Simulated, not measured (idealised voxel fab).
Proc. module: voxel air gaps
The figure presents cross-section cut, which has a width of 245 nm and is divided into square cells with an edge length of 5 nm.
If you're reading a cross-section in this doc, picture square cells in a grid; it comes to you as bands, top ones listed first down to the bottom, and a band can be one or more rows of cells.
The band entry comprises the height of the band's top followed by the height of its bottom, expressed in nm, and subsequently the band's materials from left to right, each stated together with its width in nm. Where a single material is marked with the word "throughout", that material fills the band from edge to edge. The word "empty" represents empty space.
Height 0 is the level under which the wafer as received is all one material. The lowest band goes on downwards, as in "0 nm and below".
Per-row width for "30..40": begins at first number (top row of band), ends at second number (bottom row), increment between rows held constant.
Basically "stayed the same" means that step didn't change any cell in the cross-section.
Any empty space of 8 cells or more lacking an open way to the top shows up in "Voids lacking openings" as width x height at distance, distance from the left edge, in nm.
That trailing text on a step's line, after the settings, is the simulator's own remark on the step.
The optional step-line setting "overlay nm" applies to steps with a mask and quantifies how far to the right of its planned location the mask lay, a negative value indicating leftward placement.
Below is the list of planned process steps
| 1 | op RECEIVE | material Si |
| 2 | op CONFORMAL_DEP | material SiO2 | thk nm 10 |
| 3 | op CONFORMAL_DEP | material SiCN | thk nm 5 |
| 4 | op DIRECTIONAL_DEP | material SiO2 | thk nm 40 |
| 5 | op DIRECTIONAL_DEP | material aC | thk nm 15 |
| 6 | op PATTERN | tone open | mask id LINES | material resist | width nm 25 | pitch nm 55 | thk nm 30 | overlay nm -10 |
| 7 | op DIRECTIONAL_ETCH | etch materials aC | depth nm 15 |
| 8 | op STRIP | etch materials resist |
| 9 | op DIRECTIONAL_ETCH | etch materials SiO2 | depth nm 40 |
| 10 | op STRIP | etch materials aC |
| 11 | op CONFORMAL_DEP | material TiN | thk nm 5 |
| 12 | op FILL_DEP | material W | thk nm 10 |
| 13 | op CMP | height nm 55 |
| 14 | op EPI | material Ru | thk nm 10 |
| 15 | op SELECTIVE_ETCH | etch materials SiO2 | depth nm 50 |
| 16 | op CONFORMAL_DEP | material SiCN | thk nm 5 |
varied across the wafers: overlay nm of step 6. The plan shows the first wafer's value. All wafers start alike
Cross-section of the first of several wafers as received (after step 1)
	0 nm and below | Si throughout
	Voids lacking openings: none
Cross-sectional representation of the first of several wafers at the end of the module, i.e. after its terminal step, step 16
	70 nm to 65 nm | 220 nm SiCN, then 25 nm empty
	65 nm to 55 nm | 5 nm SiCN, then 45 nm Ru, then 10 nm SiCN, then 45 nm Ru, then 10 nm SiCN, then 45 nm Ru, then 10 nm SiCN, then 45 nm Ru, then 5 nm SiCN, then 25 nm empty
	55 nm to 50 nm | 15 nm SiCN, then 5 nm TiN, then 15 nm W, then 5 nm TiN, then 30 nm SiCN, then 5 nm TiN, then 15 nm W, then 5 nm TiN, then 30 nm SiCN, then 5 nm TiN, then 15 nm W, then 5 nm TiN, then 30 nm SiCN, then 5 nm TiN, then 15 nm W, then 5 nm TiN, then 15 nm SiCN, then 25 nm empty
	50 nm to 20 nm | 10 nm empty, then 5 nm SiCN, then 5 nm TiN, then 15 nm W, then 5 nm TiN, then 5 nm SiCN, then 20 nm empty, then 5 nm SiCN, then 5 nm TiN, then 15 nm W, then 5 nm TiN, then 5 nm SiCN, then 20 nm empty, then 5 nm SiCN, then 5 nm TiN, then 15 nm W, then 5 nm TiN, then 5 nm SiCN, then 20 nm empty, then 5 nm SiCN, then 5 nm TiN, then 15 nm W, then 5 nm TiN, then 5 nm SiCN, then 35 nm empty
	20 nm to 15 nm | 15 nm SiCN, then 25 nm TiN, then 30 nm SiCN, then 25 nm TiN, then 30 nm SiCN, then 25 nm TiN, then 30 nm SiCN, then 25 nm TiN, then 40 nm SiCN
	15 nm to 10 nm | SiCN throughout
	10 nm to 0 nm | SiO2 throughout
	0 nm and below | Si throughout
	Voids lacking openings: 10 x 30 at 0; 20 x 30 at 45; 20 x 30 at 100; 20 x 30 at 155
Cross-sectional depiction of the last of several wafers upon completion of the module
	70 nm to 65 nm | 25 nm empty, then 220 nm SiCN
	65 nm to 55 nm | 25 nm empty, then 5 nm SiCN, then 45 nm Ru, then 10 nm SiCN, then 45 nm Ru, then 10 nm SiCN, then 45 nm Ru, then 10 nm SiCN, then 45 nm Ru, then 5 nm SiCN
	55 nm to 50 nm | 25 nm empty, then 15 nm SiCN, then 5 nm TiN, then 15 nm W, then 5 nm TiN, then 30 nm SiCN, then 5 nm TiN, then 15 nm W, then 5 nm TiN, then 30 nm SiCN, then 5 nm TiN, then 15 nm W, then 5 nm TiN, then 30 nm SiCN, then 5 nm TiN, then 15 nm W, then 5 nm TiN, then 15 nm SiCN
	50 nm to 20 nm | 35 nm empty, then 5 nm SiCN, then 5 nm TiN, then 15 nm W, then 5 nm TiN, then 5 nm SiCN, then 20 nm empty, then 5 nm SiCN, then 5 nm TiN, then 15 nm W, then 5 nm TiN, then 5 nm SiCN, then 20 nm empty, then 5 nm SiCN, then 5 nm TiN, then 15 nm W, then 5 nm TiN, then 5 nm SiCN, then 20 nm empty, then 5 nm SiCN, then 5 nm TiN, then 15 nm W, then 5 nm TiN, then 5 nm SiCN, then 10 nm empty
	20 nm to 15 nm | 40 nm SiCN, then 25 nm TiN, then 30 nm SiCN, then 25 nm TiN, then 30 nm SiCN, then 25 nm TiN, then 30 nm SiCN, then 25 nm TiN, then 15 nm SiCN
	15 nm to 10 nm | SiCN throughout
	10 nm to 0 nm | SiO2 throughout
	0 nm and below | Si throughout
	Voids lacking openings: 20 x 30 at 70; 20 x 30 at 125; 20 x 30 at 180; 10 x 30 at 235
What follows is a table in which each wafer occupies a row; for the wafer as it stands at the close of the module, the row states, material by material, how many cells have been gained (+) or lost (-) since receipt, and then gives its closed voids
overlay nm -10; +72 Ru; +210 SiCN; +98 SiO2; +76 TiN; +84 W; Voids lacking openings: 10 x 30 at 0; 20 x 30 at 45; 20 x 30 at 100; 20 x 30 at 155
overlay nm -5; +72 Ru; +210 SiCN; +98 SiO2; +76 TiN; +84 W; Voids lacking openings: 20 x 30 at 50; 20 x 30 at 105; 20 x 30 at 160
overlay nm 0; +72 Ru; +210 SiCN; +98 SiO2; +76 TiN; +84 W; Voids lacking openings: 20 x 30 at 55; 20 x 30 at 110; 20 x 30 at 165
overlay nm 5; +72 Ru; +210 SiCN; +98 SiO2; +76 TiN; +84 W; Voids lacking openings: 20 x 30 at 60; 20 x 30 at 115; 20 x 30 at 170
overlay nm 10; +72 Ru; +210 SiCN; +98 SiO2; +76 TiN; +84 W; Voids lacking openings: 20 x 30 at 65; 20 x 30 at 120; 20 x 30 at 175
overlay nm 15; +72 Ru; +210 SiCN; +98 SiO2; +76 TiN; +84 W; Voids lacking openings: 20 x 30 at 70; 20 x 30 at 125; 20 x 30 at 180; 10 x 30 at 235
